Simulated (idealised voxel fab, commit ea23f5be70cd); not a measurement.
process module | voxel capacitor over wiring
cross-section cut | 200 nm wide | cells 5 nm
A cross-section is a grid of square cells, given in bands from the top down. A band is one or more rows of cells.
Each band's line starts with the height of the band's top and of its bottom, in nm. Then come its materials from left to right, each with its width in nm. One material with "throughout" fills the band from edge to edge. "air" is empty space.
Height 0 is the level under which the wafer as received is all one material. The lowest band goes on downwards, as in "0 down".
A width such as "30 to 40" changes by the same amount from each row of cells to the next, from the band's top row to its bottom row.
"no change" after a step means that no cell of the cross-section changed.
closed voids: empty space of 8 cells or more with no open way to the top, each as width x height at its distance from the left edge, in nm
after a step's settings: what the simulator itself notes on the step
overlay nm, on a step with a mask: how far to the right of its planned place the mask lay; to the left if negative
plan
1 op RECEIVE | material Si
2 op CONFORMAL_DEP | material SiO2 | thk nm 15
3 op CONFORMAL_DEP | material SiCN | thk nm 5
4 op DIRECTIONAL_DEP | material lowk | thk nm 20
5 op PATTERN | tone open | mask id METAL_1 | material resist | width nm 20 | pitch nm 70 | thk nm 20 | overlay nm 0
6 op DIRECTIONAL_ETCH | etch materials lowk | depth nm 20
7 op DIRECTIONAL_ETCH | etch materials SiCN | depth nm 5
8 op STRIP | etch materials resist
9 op CONFORMAL_DEP | material TiN | thk nm 5
10 op FILL_DEP | material Cu | thk nm 10
11 op CMP | height nm 40
12 op CONFORMAL_DEP | material SiCN | thk nm 5
13 op DIRECTIONAL_DEP | material lowk | thk nm 10
14 op PATTERN | tone open | mask id PLUG_1 | material resist | width nm 15 | thk nm 15 | overlay nm 0
15 op DIRECTIONAL_ETCH | etch materials lowk | depth nm 10
16 op DIRECTIONAL_ETCH | etch materials SiCN | depth nm 5
17 op STRIP | etch materials resist
18 op EPI | material Ru | thk nm 10
19 op EPI | material Ru | thk nm 5
20 op DIRECTIONAL_DEP | material TiN | thk nm 5
21 op DIRECTIONAL_DEP | material SiN | thk nm 5
22 op DIRECTIONAL_DEP | material TiN | thk nm 5
23 op DIRECTIONAL_DEP | material aC | thk nm 10
24 op PATTERN | tone cover | mask id UPPER_PLATE | material resist | width nm 55 | thk nm 30 | overlay nm 0
25 op DIRECTIONAL_ETCH | etch materials aC | depth nm 10
26 op STRIP | etch materials resist
27 op DIRECTIONAL_ETCH | etch materials TiN | depth nm 5
28 op DIRECTIONAL_ETCH | etch materials SiN | depth nm 5
29 op STRIP | etch materials aC
30 op MASKED_ETCH | tone cover | mask id LOWER_PLATE | width nm 65 | etch materials TiN | depth nm 5 | overlay nm 0
31 op FILL_DEP | material SiO2 | thk nm 15
32 op CMP | height nm 80
33 op PATTERN | tone open | mask id PLUG_2 | material resist | width nm 15 | thk nm 20 | overlay nm 0
34 op DIRECTIONAL_ETCH | etch materials SiO2 | depth nm 10
35 op STRIP | etch materials resist
36 op CONFORMAL_DEP | material TiN | thk nm 5
37 op FILL_DEP | material Cu | thk nm 10
38 op CMP | height nm 80
39 op CONFORMAL_DEP | material SiN | thk nm 5
as received, after step 1
  0 down: Si throughout
  closed voids: none
first wafer at the end, as planned
  85 to 80: SiN throughout
  80 to 75: SiO2 70 | TiN 5 | Cu 5 | TiN 5 | SiO2 115
  75 to 65: SiO2 70 to 60 | TiN 15 to 55 | SiO2 115 to 85
  65 to 60: SiO2 60 | SiN 55 | SiO2 85
  60 to 55: SiO2 55 | TiN 65 | SiO2 80
  55 to 45: lowk 60 | Ru 15 | lowk 125
  45 to 40: SiCN 60 | Ru 15 | SiCN 125
  40 to 20: lowk 55 | TiN 5 | Cu 10 | TiN 5 | lowk 50 | TiN 5 | Cu 10 | TiN 5 | lowk 55
  20 to 15: SiCN 55 | TiN 20 | SiCN 50 | TiN 20 | SiCN 55
  15 to 0: SiO2 throughout
  0 down: Si throughout
  closed voids: none
second wafer at the end: like start, like plan, one mistake
  85 to 80: SiN throughout
  80 to 75: SiO2 70 | TiN 5 | Cu 5 | TiN 5 | SiO2 115
  75 to 65: SiO2 70 to 60 | TiN 15 to 55 | SiO2 115 to 85
  65 to 60: SiO2 60 | SiN 55 | SiO2 85
  60 to 55: SiO2 55 | TiN 65 | SiO2 80
  55 to 45: lowk 60 | Ru 15 | lowk 125
  45 to 40: SiCN 60 | Ru 15 | SiCN 125
  40 to 35: SiCN 55 | TiN 20 | SiCN 50 | TiN 20 | SiCN 55
  35 to 15: lowk throughout
  15 to 0: SiO2 throughout
  0 down: Si throughout
  closed voids: none
what went wrong: steps 3 and 4 were swapped
at the end the second wafer has, in cells: 16 fewer of Cu | 16 fewer of TiN | 32 more of lowk
